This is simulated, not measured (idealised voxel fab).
voxel spacer lines: a process module
Shown is cross-section cut, with a width of 275 nm and square cells of size 5 nm.
Throughout this document, each cross-section is represented as a grid of square cells and is presented as a sequence of bands enumerated from the top downward, where a band comprises one or more rows of cells.
Band: top and bottom heights (nm) first, top before bottom; then materials from left to right, widths in nm. "full width" marks a sole material filling the band edge to edge. "blank" denotes empty space.
Height is counted from the level 0, under which the received wafer is composed throughout of one material. The lowest of the bands is not closed at the bottom but continues downward, in the notation "0 nm and below".
You'd read "30->40" like this: the band's top row of cells is as wide as the first number, its bottom row is as wide as the second, and going down, every row changes width by the same amount as the row before did.
Given "no change" for a step, no cell of the cross-section differs between before and after that step.
Sealed voids: empty space of 8 cells or more with no open way to the top, each as width x height at its distance from the left edge, in nm
Step line, after settings: the simulator's comment on this step.
The line of a step may include "overlay nm". On a step with a mask, this value is how far to the right of its planned place the mask lay. A negative value means the mask lay to the left.
Below is the list of planned process steps
1,RECEIVE | material Si
2,CONFORMAL_DEP | material Al2O3 | thk nm 5
3,DIRECTIONAL_DEP | material SiN | thk nm 10
4,DIRECTIONAL_DEP | material aC | thk nm 20
5,PATTERN | tone cover | mask id MANDREL | material resist | width nm 15 | pitch nm 60 | thk nm 30 | overlay nm 0
6,DIRECTIONAL_ETCH | etch materials aC | depth nm 20
7,STRIP | etch materials resist
8,CONFORMAL_DEP | material SiO2 | thk nm 15
9,DIRECTIONAL_ETCH | etch materials SiO2 | depth nm 15
10,STRIP | etch materials aC
11,DIRECTIONAL_ETCH | etch materials SiN | depth nm 10
12,STRIP | etch materials SiO2
13,FILL_DEP | material lowk | thk nm 5
14,CMP | height nm 15
The first of two wafers, run as planned
As received, after step 1
  0 nm and below  Si full width
  Sealed voids: none
The wafer, seen in cross-section, after step 2
  5 nm to 0 nm  Al2O3 full width
  Rest of section, below 0: as before.
The wafer, seen in cross-section, after step 3
  15 nm to 5 nm  SiN full width
  Rest of section, below 5: as before.
The wafer, seen in cross-section, after step 4
  35 nm to 15 nm  aC full width
  Rest of section, below 15: as before.
The wafer, seen in cross-section, after step 5
  65 nm to 35 nm  blank=70 / resist=15 / blank=45 / resist=15 / blank=45 / resist=15 / blank=70
  Rest of section, below 35: as before.
The wafer, seen in cross-section, after step 6
  45 nm to 35 nm  blank=70 / resist=15 / blank=45 / resist=15 / blank=45 / resist=15 / blank=70
  35 nm to 15 nm  blank=70 / aC=15 / blank=45 / aC=15 / blank=45 / aC=15 / blank=70
  Rest of section, below 15: as before.
The wafer, seen in cross-section, after step 7
  35 nm to 15 nm  blank=70 / aC=15 / blank=45 / aC=15 / blank=45 / aC=15 / blank=70
  Rest of section, below 15: as before.
The wafer, seen in cross-section, after step 8
  50 nm to 35 nm  blank=55 / SiO2=45 / blank=15 / SiO2=45 / blank=15 / SiO2=45 / blank=55
  35 nm to 30 nm  blank=55 / SiO2=15 / aC=15 / SiO2=15 / blank=15 / SiO2=15 / aC=15 / SiO2=15 / blank=15 / SiO2=15 / aC=15 / SiO2=15 / blank=55
  30 nm to 15 nm  SiO2=70 / aC=15 / SiO2=45 / aC=15 / SiO2=45 / aC=15 / SiO2=70
  Rest of section, below 15: as before.
The wafer, seen in cross-section, after step 9
  35 nm to 15 nm  blank=55 / SiO2=15 / aC=15 / SiO2=15 / blank=15 / SiO2=15 / aC=15 / SiO2=15 / blank=15 / SiO2=15 / aC=15 / SiO2=15 / blank=55
  Rest of section, below 15: as before.
The wafer, seen in cross-section, after step 10
  35 nm to 15 nm  blank=55 / SiO2=15 / blank=15 / SiO2=15 / blank=15 / SiO2=15 / blank=15 / SiO2=15 / blank=15 / SiO2=15 / blank=15 / SiO2=15 / blank=55
  Rest of section, below 15: as before.
The wafer, seen in cross-section, after step 11
  35 nm to 15 nm  blank=55 / SiO2=15 / blank=15 / SiO2=15 / blank=15 / SiO2=15 / blank=15 / SiO2=15 / blank=15 / SiO2=15 / blank=15 / SiO2=15 / blank=55
  15 nm to 5 nm  blank=55 / SiN=15 / blank=15 / SiN=15 / blank=15 / SiN=15 / blank=15 / SiN=15 / blank=15 / SiN=15 / blank=15 / SiN=15 / blank=55
  Rest of section, below 5: as before.
The wafer, seen in cross-section, after step 12
  15 nm to 5 nm  blank=55 / SiN=15 / blank=15 / SiN=15 / blank=15 / SiN=15 / blank=15 / SiN=15 / blank=15 / SiN=15 / blank=15 / SiN=15 / blank=55
  Rest of section, below 5: as before.
The wafer, seen in cross-section, after step 13
  20 nm to 15 nm  lowk full width
  15 nm to 5 nm  lowk=55 / SiN=15 / lowk=15 / SiN=15 / lowk=15 / SiN=15 / lowk=15 / SiN=15 / lowk=15 / SiN=15 / lowk=15 / SiN=15 / lowk=55
  Rest of section, below 5: as before.
The wafer, seen in cross-section, after step 14
  15 nm to 5 nm  lowk=55 / SiN=15 / lowk=15 / SiN=15 / lowk=15 / SiN=15 / lowk=15 / SiN=15 / lowk=15 / SiN=15 / lowk=15 / SiN=15 / lowk=55
  Rest of section, below 5: as before.
Wafer two of two - same starting point, same process plan, one mistake in execution; matches wafer one up to and including step 5
The second wafer cut through, at the time step 6 was supposed to be finished
  25 nm to 15 nm  blank=70 / aC=15 / blank=45 / aC=15 / blank=45 / aC=15 / blank=70
  Rest of section, below 15: as before.
The second wafer cut through, at the time step 7 was supposed to be finished: no change
The second wafer cut through, at the time step 8 was supposed to be finished
  40 nm to 30 nm  blank=55 / SiO2=45 / blank=15 / SiO2=45 / blank=15 / SiO2=45 / blank=55
  30 nm to 25 nm  SiO2 full width
  25 nm to 15 nm  SiO2=70 / aC=15 / SiO2=45 / aC=15 / SiO2=45 / aC=15 / SiO2=70
  Rest of section, below 15: as before.
The second wafer cut through, at the time step 9 was supposed to be finished
  25 nm to 15 nm  blank=55 / SiO2=15 / aC=15 / SiO2=15 / blank=15 / SiO2=15 / aC=15 / SiO2=15 / blank=15 / SiO2=15 / aC=15 / SiO2=15 / blank=55
  Rest of section, below 15: as before.
The second wafer cut through, at the time step 10 was supposed to be finished
  25 nm to 15 nm  blank=55 / SiO2=15 / blank=15 / SiO2=15 / blank=15 / SiO2=15 / blank=15 / SiO2=15 / blank=15 / SiO2=15 / blank=15 / SiO2=15 / blank=55
  Rest of section, below 15: as before.
The second wafer cut through, at the time step 11 was supposed to be finished
  25 nm to 15 nm  blank=55 / SiO2=15 / blank=15 / SiO2=15 / blank=15 / SiO2=15 / blank=15 / SiO2=15 / blank=15 / SiO2=15 / blank=15 / SiO2=15 / blank=55
  15 nm to 5 nm  blank=55 / SiN=15 / blank=15 / SiN=15 / blank=15 / SiN=15 / blank=15 / SiN=15 / blank=15 / SiN=15 / blank=15 / SiN=15 / blank=55
  Rest of section, below 5: as before.
The second wafer cut through, at the time step 12 was supposed to be finished
  15 nm to 5 nm  blank=55 / SiN=15 / blank=15 / SiN=15 / blank=15 / SiN=15 / blank=15 / SiN=15 / blank=15 / SiN=15 / blank=15 / SiN=15 / blank=55
  Rest of section, below 5: as before.
The second wafer cut through, at the time step 13 was supposed to be finished
  20 nm to 15 nm  lowk full width
  15 nm to 5 nm  lowk=55 / SiN=15 / lowk=15 / SiN=15 / lowk=15 / SiN=15 / lowk=15 / SiN=15 / lowk=15 / SiN=15 / lowk=15 / SiN=15 / lowk=55
  Rest of section, below 5: as before.
The second wafer cut through, at the time step 14 was supposed to be finished
  15 nm to 5 nm  lowk=55 / SiN=15 / lowk=15 / SiN=15 / lowk=15 / SiN=15 / lowk=15 / SiN=15 / lowk=15 / SiN=15 / lowk=15 / SiN=15 / lowk=55
  Rest of section, below 5: as before.
Deviation noted in wafer processing: step 6 of the plan was twice carried out
If you compare the two wafers at the end, their cross-sections are the same, so as far as this model is concerned the mistake changes nothing.
